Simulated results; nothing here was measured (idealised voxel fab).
process module | voxel wiring stack
cross-section cut | 260 nm wide | cells 5 nm
A cross-section is a grid of square cells, given in bands from the top down. A band is one or more rows of cells.
Each band's line starts with the height of the band's top and of its bottom, in nm. Then come its materials from left to right, each with its width in nm. One material with "throughout" fills the band from edge to edge. "air" is empty space.
Height 0 is the level under which the wafer as received is all one material. The lowest band goes on downwards, as in "0 down".
A width such as "30 to 40" changes by the same amount from each row of cells to the next, from the band's top row to its bottom row.
"no change" after a step means that no cell of the cross-section changed.
closed voids: empty space of 8 cells or more with no open way to the top, each as width x height at its distance from the left edge, in nm
after a step's settings: what the simulator itself notes on the step
overlay nm, on a step with a mask: how far to the right of its planned place the mask lay; to the left if negative
plan
1 op RECEIVE | material Si
2 op CONFORMAL_DEP | material SiO2 | thk nm 10
3 op DIRECTIONAL_DEP | material TiN | thk nm 5
4 op DIRECTIONAL_DEP | material Ru | thk nm 25
5 op MASKED_ETCH | tone cover | mask id METAL_1 | width nm 25 | pitch nm 45 | etch materials Ru | depth nm 25 | overlay nm 0
6 op MASKED_ETCH | tone cover | mask id METAL_1 | width nm 25 | pitch nm 45 | etch materials TiN | depth nm 5 | overlay nm 0
7 op FILL_DEP | material lowk | thk nm 10
8 op CMP | height nm 40
9 op CONFORMAL_DEP | material SiCN | thk nm 5
10 op DIRECTIONAL_DEP | material lowk | thk nm 30
11 op PATTERN | tone open | mask id METAL_2 | material resist | width nm 25 | pitch nm 45 | thk nm 20 | overlay nm 0
12 op DIRECTIONAL_ETCH | etch materials lowk | depth nm 20
13 op STRIP | etch materials resist
14 op PATTERN | tone open | mask id METAL_2_HOLES | material resist | width nm 15 | pitch nm 45 | thk nm 15 | overlay nm 0
15 op DIRECTIONAL_ETCH | etch materials lowk | depth nm 10
16 op DIRECTIONAL_ETCH | etch materials SiCN | depth nm 5
17 op STRIP | etch materials resist
18 op CONFORMAL_DEP | material TiN | thk nm 5
19 op FILL_DEP | material Ru | thk nm 5
20 op CMP | height nm 75
21 op CONFORMAL_DEP | material SiCN | thk nm 5
22 op DIRECTIONAL_DEP | material lowk | thk nm 10
23 op DIRECTIONAL_DEP | material aC | thk nm 10
24 op PATTERN | tone open | mask id PLUG_2 | material resist | width nm 15 | pitch nm 45 | thk nm 30 | overlay nm 0
25 op DIRECTIONAL_ETCH | etch materials aC | depth nm 10
26 op STRIP | etch materials resist
27 op DIRECTIONAL_ETCH | etch materials lowk | depth nm 5
28 op DIRECTIONAL_ETCH | etch materials SiCN | depth nm 5
29 op STRIP | etch materials aC
30 op EPI | material Ru | thk nm 10
31 op EPI | material Ru | thk nm 5
32 op DIRECTIONAL_DEP | material TiN | thk nm 5
33 op DIRECTIONAL_DEP | material W | thk nm 25
34 op PATTERN | tone cover | mask id METAL_3 | material resist | width nm 25 | pitch nm 45 | thk nm 20 | overlay nm 0
35 op DIRECTIONAL_ETCH | etch materials W | depth nm 25
36 op DIRECTIONAL_ETCH | etch materials TiN | depth nm 5
37 op STRIP | etch materials resist
38 op FILL_DEP | material lowk | thk nm 10
39 op CMP | height nm 120
40 op CONFORMAL_DEP | material SiN | thk nm 5
varied across the wafers: depth nm of step 27. The plan shows the first wafer's value. All wafers start alike
first wafer as received, after step 1
  0 down: Si throughout
  closed voids: none
each wafer at the end: cells of each material gained (+) or lost (-) since it was received, then its closed voids
depth nm 5 | +74 Ru | +98 SiCN | +52 SiN | +104 SiO2 | +54 TiN | +50 W | +868 lowk | closed voids: none
depth nm 10 | +92 Ru | +92 SiCN | +52 SiN | +104 SiO2 | +54 TiN | +50 W | +856 lowk | closed voids: none
depth nm 15 | +92 Ru | +92 SiCN | +52 SiN | +104 SiO2 | +54 TiN | +50 W | +856 lowk | closed voids: none
depth nm 20 | +92 Ru | +92 SiCN | +52 SiN | +104 SiO2 | +54 TiN | +50 W | +856 lowk | closed voids: none
depth nm 25 | +92 Ru | +92 SiCN | +52 SiN | +104 SiO2 | +54 TiN | +50 W | +856 lowk | closed voids: none
